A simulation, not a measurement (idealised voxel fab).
Process module name: voxel ribs on slabs
Each square cell in cross-section cut measures 5 nm, and the section as a whole is 200 nm wide.
A cross-section is written here as square cells arranged in a grid, and it is given in bands from the top down, each band taking up one or more rows of cells.
Heads up on the band format: heights come first, top then bottom, in nm. After that it's the materials left to right, each with its width in nm. A single material flagged "edge to edge" fills the whole band edge to edge, and "blank" means there's empty space there.
Heights are expressed relative to 0, this being the level below which the as-received wafer comprises one material exclusively. The lowest band is unbounded in the downward direction and is denoted as in "from 0 down".
You'd read "30->40" like this: the band's top row of cells is as wide as the first number, its bottom row is as wide as the second, and going down, every row changes width by the same amount as the row before did.
Step note "remains unaltered" = no cross-section cell changed.
In the "Closed internal cavities" entry, you get each enclosed empty space of 8 cells or more, one with no open way to the top, written width x height at distance, distance from the left edge, in nm.
What comes after the settings on a step's line is commentary from the simulator itself on that step.
overlay nm, on a step with a mask: how far to the right of its planned place the mask lay; to the left if negative

## plan
- 1: RECEIVE,material Si
- 2: DIRECTIONAL_DEP,material SiO2,thk nm 30
- 3: DIRECTIONAL_DEP,material polySi,thk nm 15
- 4: MASKED_ETCH,tone cover,mask id RIB,width nm 15,etch materials polySi,depth nm 10,overlay nm 0
- 5: PATTERN,tone cover,mask id SLAB,material resist,width nm 45,thk nm 15,overlay nm 0
- 6: DIRECTIONAL_ETCH,etch materials polySi,depth nm 5
- 7: STRIP,etch materials resist
- 8: FILL_DEP,material SiO2,thk nm 20
- 9: CMP,height nm 55
- 10: DIRECTIONAL_DEP,material W,thk nm 5
- 11: MASKED_ETCH,tone cover,mask id HEATER,width nm 25,etch materials W,depth nm 5,overlay nm 0
- 12: CONFORMAL_DEP,material SiN,thk nm 5
For clarity, it should be stated that the wafers under discussion commence in an identical condition and differ with respect to the width nm of step 5, the plan indicating the value that the first wafer had.

## Cross-section, first of several wafers, as delivered after step 1
    from 0 down  Si edge to edge
    Closed internal cavities: none

## Gained (+) or lost (-) cells of each material since receipt, then closed voids: one row per wafer, at the end of the module
width nm 45, +42 SiN, +425 SiO2, +5 W, +15 polySi, Closed internal cavities: none
width nm 50, +42 SiN, +424 SiO2, +5 W, +16 polySi, Closed internal cavities: none
width nm 55, +42 SiN, +423 SiO2, +5 W, +17 polySi, Closed internal cavities: none
width nm 60, +42 SiN, +422 SiO2, +5 W, +18 polySi, Closed internal cavities: none
width nm 65, +42 SiN, +421 SiO2, +5 W, +19 polySi, Closed internal cavities: none
width nm 70, +42 SiN, +420 SiO2, +5 W, +20 polySi, Closed internal cavities: none
